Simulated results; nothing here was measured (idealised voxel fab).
A process module follows: voxel spacer lines.
It is cross-section cut that appears here, measuring 280 nm in width, its square cells being 5 nm in size.
Cross-section, as written here: a square-cell grid given band by band from the top down, where a band holds one or more rows of cells.
Within each band entry, the heights of the top and of the bottom of the band appear first, in that order and in nm; the materials of the band then follow from left to right, each with its corresponding width in nm. The designation "all across" on a single material indicates that it fills the band from edge to edge; the designation "blank" indicates empty space.
Counting heights begins at 0, where everything beneath is, in the wafer as received, one material. The lowest band has no bottom; it goes on downwards, as "0 nm and below" shows.
Per-row width for "30->40": begins at first number (top row of band), ends at second number (bottom row), increment between rows held constant.
Take "changes: none" at face value: in the step it is given for, the cross-section changed in none of its cells.
Each empty space that has no open way to the top and spans at least 8 cells appears under "Cavities, sealed" as width x height at distance, the distance counted from the left edge, all in nm.
What comes after the settings on a step's line is commentary from the simulator itself on that step.
What "overlay nm" on a step's line means: if the step has a mask, that mask lay this far to the right of its planned place, or, when the value is negative, to the left.
Reading guide: pairs of cross-sections, before and after one process step; after view cut off at lowest changed band; step and settings listed under each pair. Pairs may stem from different runs of this module on the same starting wafer; continuity with the pair above only where the "State on entry" entry states it.

[State on entry]
0 nm and below  Si all across
Cavities, sealed: none

[Sectional View, Post-Process]
5 nm to 0 nm  Al2O3 all across
No changes below 0.
Cavities, sealed: none
Transition step, before and after shown above: op CONFORMAL_DEP | material Al2O3 | thk nm 5

State on entry: It is represented by the cross-section appearing after the step of the pair directly above.

[Sectional View, Post-Process]
15 nm to 5 nm  polySi all across
No changes below 5.
Cavities, sealed: none
Transition step, before and after shown above: op DIRECTIONAL_DEP | material polySi | thk nm 10

State on entry: It is represented by the cross-section appearing after the step of the pair directly above.

[Sectional View, Post-Process]
35 nm to 15 nm  aC all across
No changes below 15.
Cavities, sealed: none
Transition step, before and after shown above: op DIRECTIONAL_DEP | material aC | thk nm 20

State on entry: It is represented by the cross-section appearing after the step of the pair directly above.

[Sectional View, Post-Process]
65 nm to 35 nm  70 of blank / 15 of resist / 45 of blank / 15 of resist / 45 of blank / 15 of resist / 75 of blank
No changes below 35.
Cavities, sealed: none
Transition step, before and after shown above: op PATTERN | tone cover | mask id MANDREL | material resist | width nm 15 | pitch nm 60 | thk nm 30 | overlay nm 0

State on entry: It is represented by the cross-section appearing after the step of the pair directly above.

[Sectional View, Post-Process]
45 nm to 35 nm  70 of blank / 15 of resist / 45 of blank / 15 of resist / 45 of blank / 15 of resist / 75 of blank
35 nm to 15 nm  70 of blank / 15 of aC / 45 of blank / 15 of aC / 45 of blank / 15 of aC / 75 of blank
No changes below 15.
Cavities, sealed: none
Transition step, before and after shown above: op DIRECTIONAL_ETCH | etch materials aC | depth nm 20

State on entry: It is represented by the cross-section appearing after the step of the pair directly above.

[Sectional View, Post-Process]
35 nm to 15 nm  70 of blank / 15 of aC / 45 of blank / 15 of aC / 45 of blank / 15 of aC / 75 of blank
No changes below 15.
Cavities, sealed: none
Transition step, before and after shown above: op STRIP | etch materials resist

State on entry: It is represented by the cross-section appearing after the step of the pair directly above.

[Sectional View, Post-Process]
50 nm to 35 nm  55 of blank / 45 of SiO2 / 15 of blank / 45 of SiO2 / 15 of blank / 45 of SiO2 / 60 of blank
35 nm to 30 nm  55 of blank / 15 of SiO2 / 15 of aC / 15 of SiO2 / 15 of blank / 15 of SiO2 / 15 of aC / 15 of SiO2 / 15 of blank / 15 of SiO2 / 15 of aC / 15 of SiO2 / 60 of blank
30 nm to 15 nm  70 of SiO2 / 15 of aC / 45 of SiO2 / 15 of aC / 45 of SiO2 / 15 of aC / 75 of SiO2
No changes below 15.
Cavities, sealed: none
Transition step, before and after shown above: op CONFORMAL_DEP | material SiO2 | thk nm 15

State on entry: It is represented by the cross-section appearing after the step of the pair directly above.

[Sectional View, Post-Process]
35 nm to 15 nm  55 of blank / 15 of SiO2 / 15 of aC / 15 of SiO2 / 15 of blank / 15 of SiO2 / 15 of aC / 15 of SiO2 / 15 of blank / 15 of SiO2 / 15 of aC / 15 of SiO2 / 60 of blank
No changes below 15.
Cavities, sealed: none
Transition step, before and after shown above: op DIRECTIONAL_ETCH | etch materials SiO2 | depth nm 15

State on entry: It is represented by the cross-section appearing after the step of the pair directly above.

[Sectional View, Post-Process]
35 nm to 15 nm  55 of blank / 15 of SiO2 / 15 of blank / 15 of SiO2 / 15 of blank / 15 of SiO2 / 15 of blank / 15 of SiO2 / 15 of blank / 15 of SiO2 / 15 of blank / 15 of SiO2 / 60 of blank
No changes below 15.
Cavities, sealed: none
Transition step, before and after shown above: op STRIP | etch materials aC

State on entry: It is represented by the cross-section appearing after the step of the pair directly above.

[Sectional View, Post-Process]
35 nm to 15 nm  55 of blank / 15 of SiO2 / 15 of blank / 15 of SiO2 / 15 of blank / 15 of SiO2 / 15 of blank / 15 of SiO2 / 15 of blank / 15 of SiO2 / 15 of blank / 15 of SiO2 / 60 of blank
15 nm to 5 nm  55 of blank / 15 of polySi / 15 of blank / 15 of polySi / 15 of blank / 15 of polySi / 15 of blank / 15 of polySi / 15 of blank / 15 of polySi / 15 of blank / 15 of polySi / 60 of blank
No changes below 5.
Cavities, sealed: none
Transition step, before and after shown above: op DIRECTIONAL_ETCH | etch materials polySi | depth nm 10

State on entry: It is represented by the cross-section appearing after the step of the pair directly above.

[Sectional View, Post-Process]
15 nm to 5 nm  55 of blank / 15 of polySi / 15 of blank / 15 of polySi / 15 of blank / 15 of polySi / 15 of blank / 15 of polySi / 15 of blank / 15 of polySi / 15 of blank / 15 of polySi / 60 of blank
No changes below 5.
Cavities, sealed: none
Transition step, before and after shown above: op STRIP | etch materials SiO2

[State on entry]
0 nm and below  Si all across
Cavities, sealed: none

[Sectional View, Post-Process]
10 nm to 0 nm  polySi all across
No changes below 0.
Cavities, sealed: none
Transition step, before and after shown above: op DIRECTIONAL_DEP | material polySi | thk nm 10

State on entry: It is represented by the cross-section appearing after the step of the pair directly above.

[Sectional View, Post-Process]
30 nm to 10 nm  aC all across
No changes below 10.
Cavities, sealed: none
Transition step, before and after shown above: op DIRECTIONAL_DEP | material aC | thk nm 20

State on entry: It is represented by the cross-section appearing after the step of the pair directly above.

[Sectional View, Post-Process]
60 nm to 30 nm  70 of blank / 15 of resist / 45 of blank / 15 of resist / 45 of blank / 15 of resist / 75 of blank
No changes below 30.
Cavities, sealed: none
Transition step, before and after shown above: op PATTERN | tone cover | mask id MANDREL | material resist | width nm 15 | pitch nm 60 | thk nm 30 | overlay nm 0

State on entry: It is represented by the cross-section appearing after the step of the pair directly above.

[Sectional View, Post-Process]
40 nm to 30 nm  70 of blank / 15 of resist / 45 of blank / 15 of resist / 45 of blank / 15 of resist / 75 of blank
30 nm to 10 nm  70 of blank / 15 of aC / 45 of blank / 15 of aC / 45 of blank / 15 of aC / 75 of blank
No changes below 10.
Cavities, sealed: none
Transition step, before and after shown above: op DIRECTIONAL_ETCH | etch materials aC | depth nm 20

State on entry: It is represented by the cross-section appearing after the step of the pair directly above.

[Sectional View, Post-Process]
30 nm to 10 nm  70 of blank / 15 of aC / 45 of blank / 15 of aC / 45 of blank / 15 of aC / 75 of blank
No changes below 10.
Cavities, sealed: none
Transition step, before and after shown above: op STRIP | etch materials resist

State on entry: It is represented by the cross-section appearing after the step of the pair directly above.

[Sectional View, Post-Process]
45 nm to 30 nm  55 of blank / 45 of SiO2 / 15 of blank / 45 of SiO2 / 15 of blank / 45 of SiO2 / 60 of blank
30 nm to 25 nm  55 of blank / 15 of SiO2 / 15 of aC / 15 of SiO2 / 15 of blank / 15 of SiO2 / 15 of aC / 15 of SiO2 / 15 of blank / 15 of SiO2 / 15 of aC / 15 of SiO2 / 60 of blank
25 nm to 10 nm  70 of SiO2 / 15 of aC / 45 of SiO2 / 15 of aC / 45 of SiO2 / 15 of aC / 75 of SiO2
No changes below 10.
Cavities, sealed: none
Transition step, before and after shown above: op CONFORMAL_DEP | material SiO2 | thk nm 15

State on entry: It is represented by the cross-section appearing after the step of the pair directly above.

[Sectional View, Post-Process]
30 nm to 10 nm  55 of blank / 15 of SiO2 / 15 of aC / 15 of SiO2 / 15 of blank / 15 of SiO2 / 15 of aC / 15 of SiO2 / 15 of blank / 15 of SiO2 / 15 of aC / 15 of SiO2 / 60 of blank
No changes below 10.
Cavities, sealed: none
Transition step, before and after shown above: op DIRECTIONAL_ETCH | etch materials SiO2 | depth nm 15

State on entry: It is represented by the cross-section appearing after the step of the pair directly above.

[Sectional View, Post-Process]
30 nm to 10 nm  55 of blank / 15 of SiO2 / 15 of blank / 15 of SiO2 / 15 of blank / 15 of SiO2 / 15 of blank / 15 of SiO2 / 15 of blank / 15 of SiO2 / 15 of blank / 15 of SiO2 / 60 of blank
No changes below 10.
Cavities, sealed: none
Transition step, before and after shown above: op STRIP | etch materials aC

State on entry: It is represented by the cross-section appearing after the step of the pair directly above.

[Sectional View, Post-Process]
30 nm to 10 nm  55 of blank / 15 of SiO2 / 15 of blank / 15 of SiO2 / 15 of blank / 15 of SiO2 / 15 of blank / 15 of SiO2 / 15 of blank / 15 of SiO2 / 15 of blank / 15 of SiO2 / 60 of blank
10 nm to 0 nm  55 of blank / 15 of polySi / 15 of blank / 15 of polySi / 15 of blank / 15 of polySi / 15 of blank / 15 of polySi / 15 of blank / 15 of polySi / 15 of blank / 15 of polySi / 60 of blank
No changes below 0.
Cavities, sealed: none
Transition step, before and after shown above: op DIRECTIONAL_ETCH | etch materials polySi | depth nm 10

State on entry: It is represented by the cross-section appearing after the step of the pair directly above.

[Sectional View, Post-Process]
10 nm to 0 nm  55 of blank / 15 of polySi / 15 of blank / 15 of polySi / 15 of blank / 15 of polySi / 15 of blank / 15 of polySi / 15 of blank / 15 of polySi / 15 of blank / 15 of polySi / 60 of blank
No changes below 0.
Cavities, sealed: none
Transition step, before and after shown above: op STRIP | etch materials SiO2

[State on entry]
10 nm to 0 nm  polySi all across
0 nm and below  Si all across
Cavities, sealed: none

[Sectional View, Post-Process]
15 nm to 10 nm  Al2O3 all across
No changes below 10.
Cavities, sealed: none
Transition step, before and after shown above: op CONFORMAL_DEP | material Al2O3 | thk nm 5

State on entry: It is represented by the cross-section appearing after the step of the pair directly above.

[Sectional View, Post-Process]
35 nm to 15 nm  aC all across
No changes below 15.
Cavities, sealed: none
Transition step, before and after shown above: op DIRECTIONAL_DEP | material aC | thk nm 20

State on entry: It is represented by the cross-section appearing after the step of the pair directly above.

[Sectional View, Post-Process]
65 nm to 35 nm  70 of blank / 15 of resist / 45 of blank / 15 of resist / 45 of blank / 15 of resist / 75 of blank
No changes below 35.
Cavities, sealed: none
Transition step, before and after shown above: op PATTERN | tone cover | mask id MANDREL | material resist | width nm 15 | pitch nm 60 | thk nm 30 | overlay nm 0

State on entry: It is represented by the cross-section appearing after the step of the pair directly above.

[Sectional View, Post-Process]
45 nm to 35 nm  70 of blank / 15 of resist / 45 of blank / 15 of resist / 45 of blank / 15 of resist / 75 of blank
35 nm to 15 nm  70 of blank / 15 of aC / 45 of blank / 15 of aC / 45 of blank / 15 of aC / 75 of blank
No changes below 15.
Cavities, sealed: none
Transition step, before and after shown above: op DIRECTIONAL_ETCH | etch materials aC | depth nm 20

State on entry: It is represented by the cross-section appearing after the step of the pair directly above.

[Sectional View, Post-Process]
35 nm to 15 nm  70 of blank / 15 of aC / 45 of blank / 15 of aC / 45 of blank / 15 of aC / 75 of blank
No changes below 15.
Cavities, sealed: none
Transition step, before and after shown above: op STRIP | etch materials resist

State on entry: It is represented by the cross-section appearing after the step of the pair directly above.

[Sectional View, Post-Process]
50 nm to 35 nm  55 of blank / 45 of SiO2 / 15 of blank / 45 of SiO2 / 15 of blank / 45 of SiO2 / 60 of blank
35 nm to 30 nm  55 of blank / 15 of SiO2 / 15 of aC / 15 of SiO2 / 15 of blank / 15 of SiO2 / 15 of aC / 15 of SiO2 / 15 of blank / 15 of SiO2 / 15 of aC / 15 of SiO2 / 60 of blank
30 nm to 15 nm  70 of SiO2 / 15 of aC / 45 of SiO2 / 15 of aC / 45 of SiO2 / 15 of aC / 75 of SiO2
No changes below 15.
Cavities, sealed: none
Transition step, before and after shown above: op CONFORMAL_DEP | material SiO2 | thk nm 15

State on entry: It is represented by the cross-section appearing after the step of the pair directly above.

[Sectional View, Post-Process]
35 nm to 15 nm  55 of blank / 15 of SiO2 / 15 of aC / 15 of SiO2 / 15 of blank / 15 of SiO2 / 15 of aC / 15 of SiO2 / 15 of blank / 15 of SiO2 / 15 of aC / 15 of SiO2 / 60 of blank
No changes below 15.
Cavities, sealed: none
Transition step, before and after shown above: op DIRECTIONAL_ETCH | etch materials SiO2 | depth nm 15

State on entry: It is represented by the cross-section appearing after the step of the pair directly above.

[Sectional View, Post-Process]
35 nm to 15 nm  55 of blank / 15 of SiO2 / 15 of blank / 15 of SiO2 / 15 of blank / 15 of SiO2 / 15 of blank / 15 of SiO2 / 15 of blank / 15 of SiO2 / 15 of blank / 15 of SiO2 / 60 of blank
No changes below 15.
Cavities, sealed: none
Transition step, before and after shown above: op STRIP | etch materials aC

State on entry: It is represented by the cross-section appearing after the step of the pair directly above.

[Sectional View, Post-Process]
15 nm to 10 nm  Al2O3 all across
No changes below 10.
Cavities, sealed: none
Transition step, before and after shown above: op STRIP | etch materials SiO2

[State on entry]
35 nm to 15 nm  70 of blank / 15 of aC / 45 of blank / 15 of aC / 45 of blank / 15 of aC / 75 of blank
15 nm to 5 nm  polySi all across
5 nm to 0 nm  Al2O3 all across
0 nm and below  Si all across
Cavities, sealed: none

[Sectional View, Post-Process]
45 nm to 35 nm  60 of blank / 35 of SiO2 / 25 of blank / 35 of SiO2 / 25 of blank / 35 of SiO2 / 65 of blank
35 nm to 25 nm  60 of blank / 10 of SiO2 / 15 of aC / 10 of SiO2 / 25 of blank / 10 of SiO2 / 15 of aC / 10 of SiO2 / 25 of blank / 10 of SiO2 / 15 of aC / 10 of SiO2 / 65 of blank
25 nm to 15 nm  70 of SiO2 / 15 of aC / 45 of SiO2 / 15 of aC / 45 of SiO2 / 15 of aC / 75 of SiO2
No changes below 15.
Cavities, sealed: none
Transition step, before and after shown above: op CONFORMAL_DEP | material SiO2 | thk nm 10

State on entry: It is represented by the cross-section appearing after the step of the pair directly above.

[Sectional View, Post-Process]
35 nm to 30 nm  70 of blank / 15 of aC / 45 of blank / 15 of aC / 45 of blank / 15 of aC / 75 of blank
30 nm to 15 nm  60 of blank / 10 of SiO2 / 15 of aC / 10 of SiO2 / 25 of blank / 10 of SiO2 / 15 of aC / 10 of SiO2 / 25 of blank / 10 of SiO2 / 15 of aC / 10 of SiO2 / 65 of blank
No changes below 15.
Cavities, sealed: none
Transition step, before and after shown above: op DIRECTIONAL_ETCH | etch materials SiO2 | depth nm 15

State on entry: It is represented by the cross-section appearing after the step of the pair directly above.

[Sectional View, Post-Process]
30 nm to 15 nm  60 of blank / 10 of SiO2 / 15 of blank / 10 of SiO2 / 25 of blank / 10 of SiO2 / 15 of blank / 10 of SiO2 / 25 of blank / 10 of SiO2 / 15 of blank / 10 of SiO2 / 65 of blank
No changes below 15.
Cavities, sealed: none
Transition step, before and after shown above: op STRIP | etch materials aC

State on entry: It is represented by the cross-section appearing after the step of the pair directly above.

[Sectional View, Post-Process]
30 nm to 15 nm  60 of blank / 10 of SiO2 / 15 of blank / 10 of SiO2 / 25 of blank / 10 of SiO2 / 15 of blank / 10 of SiO2 / 25 of blank / 10 of SiO2 / 15 of blank / 10 of SiO2 / 65 of blank
15 nm to 5 nm  60 of blank / 10 of polySi / 15 of blank / 10 of polySi / 25 of blank / 10 of polySi / 15 of blank / 10 of polySi / 25 of blank / 10 of polySi / 15 of blank / 10 of polySi / 65 of blank
No changes below 5.
Cavities, sealed: none
Transition step, before and after shown above: op DIRECTIONAL_ETCH | etch materials polySi | depth nm 10

State on entry: It is represented by the cross-section appearing after the step of the pair directly above.

[Sectional View, Post-Process]
15 nm to 5 nm  60 of blank / 10 of polySi / 15 of blank / 10 of polySi / 25 of blank / 10 of polySi / 15 of blank / 10 of polySi / 25 of blank / 10 of polySi / 15 of blank / 10 of polySi / 65 of blank
No changes below 5.
Cavities, sealed: none
Transition step, before and after shown above: op STRIP | etch materials SiO2

[State on entry]
35 nm to 15 nm  aC all across
15 nm to 5 nm  polySi all across
5 nm to 0 nm  Al2O3 all across
0 nm and below  Si all across
Cavities, sealed: none

[Sectional View, Post-Process]
65 nm to 35 nm  65 of blank / 25 of resist / 35 of blank / 25 of resist / 35 of blank / 25 of resist / 70 of blank
No changes below 35.
Cavities, sealed: none
Transition step, before and after shown above: op PATTERN | tone cover | mask id MANDREL | material resist | width nm 25 | pitch nm 60 | thk nm 30 | overlay nm 0

State on entry: It is represented by the cross-section appearing after the step of the pair directly above.

[Sectional View, Post-Process]
45 nm to 35 nm  65 of blank / 25 of resist / 35 of blank / 25 of resist / 35 of blank / 25 of resist / 70 of blank
35 nm to 15 nm  65 of blank / 25 of aC / 35 of blank / 25 of aC / 35 of blank / 25 of aC / 70 of blank
No changes below 15.
Cavities, sealed: none
Transition step, before and after shown above: op DIRECTIONAL_ETCH | etch materials aC | depth nm 20

State on entry: It is represented by the cross-section appearing after the step of the pair directly above.

[Sectional View, Post-Process]
35 nm to 15 nm  65 of blank / 25 of aC / 35 of blank / 25 of aC / 35 of blank / 25 of aC / 70 of blank
No changes below 15.
Cavities, sealed: none
Transition step, before and after shown above: op STRIP | etch materials resist

State on entry: It is represented by the cross-section appearing after the step of the pair directly above.

[Sectional View, Post-Process]
50 nm to 35 nm  50 of blank / 55 of SiO2 / 5 of blank / 55 of SiO2 / 5 of blank / 55 of SiO2 / 55 of blank
35 nm to 30 nm  50 of blank / 15 of SiO2 / 25 of aC / 15 of SiO2 / 5 of blank / 15 of SiO2 / 25 of aC / 15 of SiO2 / 5 of blank / 15 of SiO2 / 25 of aC / 15 of SiO2 / 55 of blank
30 nm to 15 nm  65 of SiO2 / 25 of aC / 35 of SiO2 / 25 of aC / 35 of SiO2 / 25 of aC / 70 of SiO2
No changes below 15.
Cavities, sealed: none
Transition step, before and after shown above: op CONFORMAL_DEP | material SiO2 | thk nm 15

State on entry: It is represented by the cross-section appearing after the step of the pair directly above.

[Sectional View, Post-Process]
35 nm to 15 nm  50 of blank / 15 of SiO2 / 25 of aC / 15 of SiO2 / 5 of blank / 15 of SiO2 / 25 of aC / 15 of SiO2 / 5 of blank / 15 of SiO2 / 25 of aC / 15 of SiO2 / 55 of blank
No changes below 15.
Cavities, sealed: none
Transition step, before and after shown above: op DIRECTIONAL_ETCH | etch materials SiO2 | depth nm 15

State on entry: It is represented by the cross-section appearing after the step of the pair directly above.

[Sectional View, Post-Process]
35 nm to 15 nm  50 of blank / 15 of SiO2 / 25 of blank / 15 of SiO2 / 5 of blank / 15 of SiO2 / 25 of blank / 15 of SiO2 / 5 of blank / 15 of SiO2 / 25 of blank / 15 of SiO2 / 55 of blank
No changes below 15.
Cavities, sealed: none
Transition step, before and after shown above: op STRIP | etch materials aC

State on entry: It is represented by the cross-section appearing after the step of the pair directly above.

[Sectional View, Post-Process]
35 nm to 15 nm  50 of blank / 15 of SiO2 / 25 of blank / 15 of SiO2 / 5 of blank / 15 of SiO2 / 25 of blank / 15 of SiO2 / 5 of blank / 15 of SiO2 / 25 of blank / 15 of SiO2 / 55 of blank
15 nm to 5 nm  50 of blank / 15 of polySi / 25 of blank / 15 of polySi / 5 of blank / 15 of polySi / 25 of blank / 15 of polySi / 5 of blank / 15 of polySi / 25 of blank / 15 of polySi / 55 of blank
No changes below 5.
Cavities, sealed: none
Transition step, before and after shown above: op DIRECTIONAL_ETCH | etch materials polySi | depth nm 10

State on entry: It is represented by the cross-section appearing after the step of the pair directly above.

[Sectional View, Post-Process]
15 nm to 5 nm  50 of blank / 15 of polySi / 25 of blank / 15 of polySi / 5 of blank / 15 of polySi / 25 of blank / 15 of polySi / 5 of blank / 15 of polySi / 25 of blank / 15 of polySi / 55 of blank
No changes below 5.
Cavities, sealed: none
Transition step, before and after shown above: op STRIP | etch materials SiO2

[State on entry]
35 nm to 15 nm  aC all across
15 nm to 5 nm  polySi all across
5 nm to 0 nm  Al2O3 all across
0 nm and below  Si all across
Cavities, sealed: none

[Sectional View, Post-Process]
65 nm to 35 nm  65 of blank / 15 of resist / 45 of blank / 15 of resist / 45 of blank / 15 of resist / 80 of blank
No changes below 35.
Cavities, sealed: none
Transition step, before and after shown above: op PATTERN | tone cover | mask id MANDREL | material resist | width nm 15 | pitch nm 60 | thk nm 30 | overlay nm -5

State on entry: It is represented by the cross-section appearing after the step of the pair directly above.

[Sectional View, Post-Process]
45 nm to 35 nm  65 of blank / 15 of resist / 45 of blank / 15 of resist / 45 of blank / 15 of resist / 80 of blank
35 nm to 15 nm  65 of blank / 15 of aC / 45 of blank / 15 of aC / 45 of blank / 15 of aC / 80 of blank
No changes below 15.
Cavities, sealed: none
Transition step, before and after shown above: op DIRECTIONAL_ETCH | etch materials aC | depth nm 20

State on entry: It is represented by the cross-section appearing after the step of the pair directly above.

[Sectional View, Post-Process]
35 nm to 15 nm  65 of blank / 15 of aC / 45 of blank / 15 of aC / 45 of blank / 15 of aC / 80 of blank
No changes below 15.
Cavities, sealed: none
Transition step, before and after shown above: op STRIP | etch materials resist

State on entry: It is represented by the cross-section appearing after the step of the pair directly above.

[Sectional View, Post-Process]
50 nm to 35 nm  50 of blank / 45 of SiO2 / 15 of blank / 45 of SiO2 / 15 of blank / 45 of SiO2 / 65 of blank
35 nm to 30 nm  50 of blank / 15 of SiO2 / 15 of aC / 15 of SiO2 / 15 of blank / 15 of SiO2 / 15 of aC / 15 of SiO2 / 15 of blank / 15 of SiO2 / 15 of aC / 15 of SiO2 / 65 of blank
30 nm to 15 nm  65 of SiO2 / 15 of aC / 45 of SiO2 / 15 of aC / 45 of SiO2 / 15 of aC / 80 of SiO2
No changes below 15.
Cavities, sealed: none
Transition step, before and after shown above: op CONFORMAL_DEP | material SiO2 | thk nm 15

State on entry: It is represented by the cross-section appearing after the step of the pair directly above.

[Sectional View, Post-Process]
35 nm to 15 nm  50 of blank / 15 of SiO2 / 15 of aC / 15 of SiO2 / 15 of blank / 15 of SiO2 / 15 of aC / 15 of SiO2 / 15 of blank / 15 of SiO2 / 15 of aC / 15 of SiO2 / 65 of blank
No changes below 15.
Cavities, sealed: none
Transition step, before and after shown above: op DIRECTIONAL_ETCH | etch materials SiO2 | depth nm 15

State on entry: It is represented by the cross-section appearing after the step of the pair directly above.

[Sectional View, Post-Process]
35 nm to 15 nm  50 of blank / 15 of SiO2 / 15 of blank / 15 of SiO2 / 15 of blank / 15 of SiO2 / 15 of blank / 15 of SiO2 / 15 of blank / 15 of SiO2 / 15 of blank / 15 of SiO2 / 65 of blank
No changes below 15.
Cavities, sealed: none
Transition step, before and after shown above: op STRIP | etch materials aC

State on entry: It is represented by the cross-section appearing after the step of the pair directly above.

[Sectional View, Post-Process]
35 nm to 15 nm  50 of blank / 15 of SiO2 / 15 of blank / 15 of SiO2 / 15 of blank / 15 of SiO2 / 15 of blank / 15 of SiO2 / 15 of blank / 15 of SiO2 / 15 of blank / 15 of SiO2 / 65 of blank
15 nm to 5 nm  50 of blank / 15 of polySi / 15 of blank / 15 of polySi / 15 of blank / 15 of polySi / 15 of blank / 15 of polySi / 15 of blank / 15 of polySi / 15 of blank / 15 of polySi / 65 of blank
No changes below 5.
Cavities, sealed: none
Transition step, before and after shown above: op DIRECTIONAL_ETCH | etch materials polySi | depth nm 10

State on entry: It is represented by the cross-section appearing after the step of the pair directly above.

[Sectional View, Post-Process]
15 nm to 5 nm  50 of blank / 15 of polySi / 15 of blank / 15 of polySi / 15 of blank / 15 of polySi / 15 of blank / 15 of polySi / 15 of blank / 15 of polySi / 15 of blank / 15 of polySi / 65 of blank
No changes below 5.
Cavities, sealed: none
Transition step, before and after shown above: op STRIP | etch materials SiO2

[State on entry]
35 nm to 15 nm  70 of blank / 15 of aC / 45 of blank / 15 of aC / 45 of blank / 15 of aC / 75 of blank
15 nm to 5 nm  polySi all across
5 nm to 0 nm  Al2O3 all across
0 nm and below  Si all across
Cavities, sealed: none

[Sectional View, Post-Process]
50 nm to 35 nm  55 of blank / 45 of polySi / 15 of blank / 45 of polySi / 15 of blank / 45 of polySi / 60 of blank
35 nm to 30 nm  55 of blank / 15 of polySi / 15 of aC / 15 of polySi / 15 of blank / 15 of polySi / 15 of aC / 15 of polySi / 15 of blank / 15 of polySi / 15 of aC / 15 of polySi / 60 of blank
30 nm to 15 nm  70 of polySi / 15 of aC / 45 of polySi / 15 of aC / 45 of polySi / 15 of aC / 75 of polySi
No changes below 15.
Cavities, sealed: none
Transition step, before and after shown above: op CONFORMAL_DEP | material polySi | thk nm 15

State on entry: It is represented by the cross-section appearing after the step of the pair directly above.

[Sectional View, Post-Process]
40 nm to 35 nm  55 of blank / 45 of polySi / 15 of blank / 45 of polySi / 15 of blank / 45 of polySi / 60 of blank
35 nm to 20 nm  55 of blank / 15 of polySi / 15 of aC / 15 of polySi / 15 of blank / 15 of polySi / 15 of aC / 15 of polySi / 15 of blank / 15 of polySi / 15 of aC / 15 of polySi / 60 of blank
No changes below 20.
Cavities, sealed: none
Transition step, before and after shown above: op DIRECTIONAL_ETCH | etch materials polySi | depth nm 10

[State on entry]
35 nm to 15 nm  aC all across
15 nm to 5 nm  polySi all across
5 nm to 0 nm  Al2O3 all across
0 nm and below  Si all across
Cavities, sealed: none

[Sectional View, Post-Process]
65 nm to 35 nm  70 of resist / 15 of blank / 45 of resist / 15 of blank / 45 of resist / 15 of blank / 75 of resist
No changes below 35.
Cavities, sealed: none
Transition step, before and after shown above: op PATTERN | tone open | mask id MANDREL | material resist | width nm 15 | pitch nm 60 | thk nm 30 | overlay nm 0

State on entry: It is represented by the cross-section appearing after the step of the pair directly above.

[Sectional View, Post-Process]
45 nm to 35 nm  70 of resist / 15 of blank / 45 of resist / 15 of blank / 45 of resist / 15 of blank / 75 of resist
35 nm to 15 nm  70 of aC / 15 of blank / 45 of aC / 15 of blank / 45 of aC / 15 of blank / 75 of aC
No changes below 15.
Cavities, sealed: none
Transition step, before and after shown above: op DIRECTIONAL_ETCH | etch materials aC | depth nm 20

State on entry: It is represented by the cross-section appearing after the step of the pair directly above.

[Sectional View, Post-Process]
35 nm to 15 nm  70 of aC / 15 of blank / 45 of aC / 15 of blank / 45 of aC / 15 of blank / 75 of aC
No changes below 15.
Cavities, sealed: none
Transition step, before and after shown above: op STRIP | etch materials resist

State on entry: It is represented by the cross-section appearing after the step of the pair directly above.

[Sectional View, Post-Process]
50 nm to 35 nm  SiO2 all across
35 nm to 15 nm  70 of aC / 15 of SiO2 / 45 of aC / 15 of SiO2 / 45 of aC / 15 of SiO2 / 75 of aC
No changes below 15.
Cavities, sealed: none
Transition step, before and after shown above: op CONFORMAL_DEP | material SiO2 | thk nm 15

State on entry: It is represented by the cross-section appearing after the step of the pair directly above.

[Sectional View, Post-Process]
35 nm to 15 nm  70 of aC / 15 of SiO2 / 45 of aC / 15 of SiO2 / 45 of aC / 15 of SiO2 / 75 of aC
No changes below 15.
Cavities, sealed: none
Transition step, before and after shown above: op DIRECTIONAL_ETCH | etch materials SiO2 | depth nm 15

State on entry: It is represented by the cross-section appearing after the step of the pair directly above.

[Sectional View, Post-Process]
35 nm to 15 nm  70 of blank / 15 of SiO2 / 45 of blank / 15 of SiO2 / 45 of blank / 15 of SiO2 / 75 of blank
No changes below 15.
Cavities, sealed: none
Transition step, before and after shown above: op STRIP | etch materials aC

State on entry: It is represented by the cross-section appearing after the step of the pair directly above.

[Sectional View, Post-Process]
35 nm to 15 nm  70 of blank / 15 of SiO2 / 45 of blank / 15 of SiO2 / 45 of blank / 15 of SiO2 / 75 of blank
15 nm to 5 nm  70 of blank / 15 of polySi / 45 of blank / 15 of polySi / 45 of blank / 15 of polySi / 75 of blank
No changes below 5.
Cavities, sealed: none
Transition step, before and after shown above: op DIRECTIONAL_ETCH | etch materials polySi | depth nm 10

State on entry: It is represented by the cross-section appearing after the step of the pair directly above.

[Sectional View, Post-Process]
15 nm to 5 nm  70 of blank / 15 of polySi / 45 of blank / 15 of polySi / 45 of blank / 15 of polySi / 75 of blank
No changes below 5.
Cavities, sealed: none
Transition step, before and after shown above: op STRIP | etch materials SiO2
